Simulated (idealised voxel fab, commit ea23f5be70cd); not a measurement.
process module | voxel self aligned vias
cross-section cut | 280 nm wide | cells 5 nm
A cross-section is a grid of square cells, given in bands from the top down. A band is one or more rows of cells.
Each band's line starts with the height of the band's top and of its bottom, in nm. Then come its materials from left to right, each with its width in nm. One material with "throughout" fills the band from edge to edge. "air" is empty space.
Height 0 is the level under which the wafer as received is all one material. The lowest band goes on downwards, as in "0 down".
A width such as "30 to 40" changes by the same amount from each row of cells to the next, from the band's top row to its bottom row.
"no change" after a step means that no cell of the cross-section changed.
closed voids: empty space of 8 cells or more with no open way to the top, each as width x height at its distance from the left edge, in nm
after a step's settings: what the simulator itself notes on the step
overlay nm, on a step with a mask: how far to the right of its planned place the mask lay; to the left if negative
plan
1 op RECEIVE | material Si
2 op CONFORMAL_DEP | material SiO2 | thk nm 15
3 op CONFORMAL_DEP | material SiCN | thk nm 5
4 op DIRECTIONAL_DEP | material SiO2 | thk nm 30
5 op DIRECTIONAL_DEP | material aC | thk nm 10
6 op PATTERN | tone open | mask id LINES | material resist | width nm 20 | pitch nm 45 | thk nm 25 | overlay nm 0
7 op DIRECTIONAL_ETCH | etch materials aC | depth nm 10
8 op STRIP | etch materials resist
9 op DIRECTIONAL_ETCH | etch materials SiO2 | depth nm 30
10 op STRIP | etch materials aC
11 op CONFORMAL_DEP | material TiN | thk nm 5
12 op FILL_DEP | material Ru | thk nm 5
13 op CMP | height nm 50
14 op SELECTIVE_ETCH | etch materials W Ru TiN | depth nm 10
15 op FILL_DEP | material SiN | thk nm 5
16 op CMP | height nm 50
17 op DIRECTIONAL_DEP | material SiO2 | thk nm 15
18 op DIRECTIONAL_DEP | material aC | thk nm 10
19 op PATTERN | tone open | mask id VIAS | material resist | width nm 30 | thk nm 25 | overlay nm 0
20 op DIRECTIONAL_ETCH | etch materials aC | depth nm 10
21 op STRIP | etch materials resist
22 op DIRECTIONAL_ETCH | etch materials SiO2 | depth nm 15
23 op DIRECTIONAL_ETCH | etch materials SiN | depth nm 10
24 op STRIP | etch materials aC
25 op CONFORMAL_DEP | material TiN | thk nm 5
26 op FILL_DEP | material Ru | thk nm 10
27 op CMP | height nm 65
28 op CONFORMAL_DEP | material SiCN | thk nm 5
as received, after step 1
  0 down: Si throughout
  closed voids: none
a wafer at the end: this start, this plan, one mistake
  70 to 65: SiCN throughout
  65 to 55: SiO2 100 | TiN 5 | Ru 20 | TiN 5 | SiO2 150
  55 to 50: SiO2 100 | TiN 30 | SiO2 150
  50 to 40: SiN 100 | TiN 5 | SiO2 20 | TiN 5 | SiN 20 | SiO2 20 | SiN 110
  40 to 25: Ru 100 | TiN 5 | SiO2 20 | TiN 5 | Ru 15 | TiN 5 | SiO2 20 | TiN 5 | Ru 105
  25 to 20: TiN 105 | SiO2 20 | TiN 25 | SiO2 20 | TiN 110
  20 to 15: SiCN throughout
  15 to 0: SiO2 throughout
  0 down: Si throughout
  closed voids: none
what went wrong: step 6 ran as: op PATTERN | tone cover | mask id LINES | material resist | width nm 20 | pitch nm 45 | thk nm 25 | overlay nm 0
